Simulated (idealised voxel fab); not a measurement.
Title: Process Module voxel air gaps
Pictured: cross-section cut, 285 nm wide, on a grid of 5 nm square cells.
This document writes a cross-section as a grid whose cells are square, and gives it as bands, listed from the top down; one or more rows of cells form a band.
What a band's entry tells you: where the top is and where the bottom is, as heights in nm, and after that what lies inside, material by material from left to right, each with its width in nm. Empty space is written as the word "empty", and a single material marked with the word "all across" occupies the band from edge to edge.
Heights are reckoned from 0. Under this level, the received wafer is all of one material. The bottommost band is open-ended downward, for example "0 nm and below".
A width such as "30..40" changes by the same amount from each row of cells to the next, from the band's top row to its bottom row.
"nothing was modified" (step): cross-section cells unchanged, all of them.
"Closed void listing" contains a list of empty spaces, each no smaller than 8 cells and without an open way to the top, written in the form width x height at distance with the distance from the left edge and all three in nm.
Note: text after step settings on the step line = simulator remark on that step.
overlay nm, on a step with a mask: how far to the right of its planned place the mask lay; to the left if negative
The process steps that were planned are listed below:
1,RECEIVE | material Si
2,CONFORMAL_DEP | material SiO2 | thk nm 5
3,CONFORMAL_DEP | material SiN | thk nm 5
4,DIRECTIONAL_DEP | material lowk | thk nm 40
5,PATTERN | tone open | mask id LINES | material resist | width nm 15 | pitch nm 45 | thk nm 15 | overlay nm 0
6,DIRECTIONAL_ETCH | etch materials lowk | depth nm 40
7,STRIP | etch materials resist
8,CONFORMAL_DEP | material TiN | thk nm 5
9,FILL_DEP | material W | thk nm 5
10,CMP | height nm 55
11,EPI | material Ru | thk nm 10
12,SELECTIVE_ETCH | etch materials lowk | depth nm 50
13,CONFORMAL_DEP | material SiN | thk nm 5
The plan's step 2 thk nm is the first wafer's value; the wafers differ in this setting and start identical.
Cross-section of the first of several received wafers, showing its state after step 1:
* 0 nm and below | Si all across
* Closed void listing: none
First wafer of several, cross-section, module end, after step 13 (last):
* 70 nm to 65 nm | SiN all across
* 65 nm to 55 nm | Ru all across
* 55 nm to 50 nm | TiN 95 nm, then W 5 nm, then TiN 40 nm, then W 5 nm, then TiN 40 nm, then W 5 nm, then TiN 95 nm
* 50 nm to 15 nm | lowk 90 nm, then TiN 5 nm, then W 5 nm, then TiN 5 nm, then lowk 30 nm, then TiN 5 nm, then W 5 nm, then TiN 5 nm, then lowk 30 nm, then TiN 5 nm, then W 5 nm, then TiN 5 nm, then lowk 90 nm
* 15 nm to 10 nm | lowk 90 nm, then TiN 15 nm, then lowk 30 nm, then TiN 15 nm, then lowk 30 nm, then TiN 15 nm, then lowk 90 nm
* 10 nm to 5 nm | SiN all across
* 5 nm to 0 nm | SiO2 all across
* 0 nm and below | Si all across
* Closed void listing: none
At the end of the module, the last of several wafers in cross-section:
* 70 nm to 65 nm | empty 75 nm, then SiN 135 nm, then empty 75 nm
* 65 nm to 55 nm | empty 75 nm, then SiN 5 nm, then Ru 35 nm, then SiN 10 nm, then Ru 35 nm, then SiN 10 nm, then Ru 35 nm, then SiN 5 nm, then empty 75 nm
* 55 nm to 50 nm | empty 75 nm, then SiN 15 nm, then TiN 5 nm, then W 5 nm, then TiN 5 nm, then SiN 30 nm, then TiN 5 nm, then W 5 nm, then TiN 5 nm, then SiN 30 nm, then TiN 5 nm, then W 5 nm, then TiN 5 nm, then SiN 15 nm, then empty 75 nm
* 50 nm to 35 nm | empty 85 nm, then SiN 5 nm, then TiN 5 nm, then W 5 nm, then TiN 5 nm, then SiN 5 nm, then empty 20 nm, then SiN 5 nm, then TiN 5 nm, then W 5 nm, then TiN 5 nm, then SiN 5 nm, then empty 20 nm, then SiN 5 nm, then TiN 5 nm, then W 5 nm, then TiN 5 nm, then SiN 5 nm, then empty 85 nm
* 35 nm to 30 nm | SiN 90 nm, then TiN 15 nm, then SiN 30 nm, then TiN 15 nm, then SiN 30 nm, then TiN 15 nm, then SiN 90 nm
* 30 nm to 25 nm | SiN all across
* 25 nm to 0 nm | SiO2 all across
* 0 nm and below | Si all across
* Closed void listing: 20 x 15 at 110; 20 x 15 at 155
Here is how to read the rows: every wafer has a row, and it shows the wafer at the end of the module, giving for each material how many cells were gained (+) or lost (-) since the wafer was received, then listing its closed voids:
thk nm 5 | +114 Ru | +114 SiN | +57 SiO2 | +105 TiN | +24 W | +384 lowk | Closed void listing: none
thk nm 10 | +42 Ru | +198 SiN | +114 SiO2 | +51 TiN | +21 W | Closed void listing: 20 x 30 at 110; 20 x 30 at 155
thk nm 15 | +42 Ru | +192 SiN | +171 SiO2 | +45 TiN | +18 W | Closed void listing: 20 x 25 at 110; 20 x 25 at 155
thk nm 20 | +42 Ru | +186 SiN | +228 SiO2 | +39 TiN | +15 W | Closed void listing: 20 x 20 at 110; 20 x 20 at 155
thk nm 25 | +42 Ru | +180 SiN | +285 SiO2 | +33 TiN | +12 W | Closed void listing: 20 x 15 at 110; 20 x 15 at 155
